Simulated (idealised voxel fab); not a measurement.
Proc. module: voxel double patterning
Shown is cross-section cut, with a width of 260 nm and square cells of size 5 nm.
Reading order for cross-sections: top band down to bottom band. Underlying form: a grid of square cells. Band size: one or more rows of cells. Basically the band line says how high the top is and how high the bottom is, in nm, and then what's in it from left to right, every material with its width in nm. Empty space shows up as "blank", and if a single material carries "throughout" it runs the full band edge to edge. We count height from 0. Below that, the starting wafer is all one material. The lowest band never ends at the bottom but goes on down; see "top 0, no bottom" for how that is written. Width "30->40": first value at the band's top row of cells, second value at its bottom row, equal change from row to row. Reading "no modifications" for a step: not a cell of the cross-section changed in it. "Closed-off voids" enumerates empty spaces isolated from the top, with no open way to it, that contain at least 8 cells, giving each as width x height at distance from the left edge, all three in nm. Past the settings on a step's line: simulator remark, on that step. For masked steps, "overlay nm" on the step line gives how far right of plan the mask actually lay; a minus sign means it lay to the left.

INTENDED PROCESS STEPS
- 1: RECEIVE (material Si)
- 2: CONFORMAL_DEP (material SiN; thk nm 10)
- 3: DIRECTIONAL_DEP (material SiO2; thk nm 15)
- 4: DIRECTIONAL_DEP (material SiCN; thk nm 10)
- 5: PATTERN (tone open; mask id FIRST; material resist; width nm 15; pitch nm 50; thk nm 15; overlay nm 0)
- 6: DIRECTIONAL_ETCH (etch materials SiCN; depth nm 10)
- 7: STRIP (etch materials resist)
- 8: DIRECTIONAL_DEP (material aC; thk nm 15)
- 9: PATTERN (tone open; mask id SECOND; material resist; width nm 15; thk nm 35; overlay nm 0)
- 10: DIRECTIONAL_ETCH (etch materials aC; depth nm 15)
- 11: STRIP (etch materials resist)
- 12: DIRECTIONAL_ETCH (etch materials SiCN; depth nm 10)
- 13: STRIP (etch materials aC)
- 14: DIRECTIONAL_ETCH (etch materials SiO2; depth nm 15)
- 15: STRIP (etch materials SiCN)

CROSS-SECTION, INCOMING MATERIAL, AFTER STEP 1
top 0, no bottom  Si throughout
Closed-off voids: none

RESULT OF THE MODULE, CROSS-SECTIONED: START PER ABOVE, PLAN PER ABOVE, ONE ERROR IN HOW IT WAS RUN
top 15, bottom 0  SiO2 95  blank 15  SiO2 10  blank 15  SiO2 10  blank 15  SiO2 100
top 0, no bottom  Si throughout
Closed-off voids: none
What was the processing mistake? step 2 of the plan got skipped, so it never ran
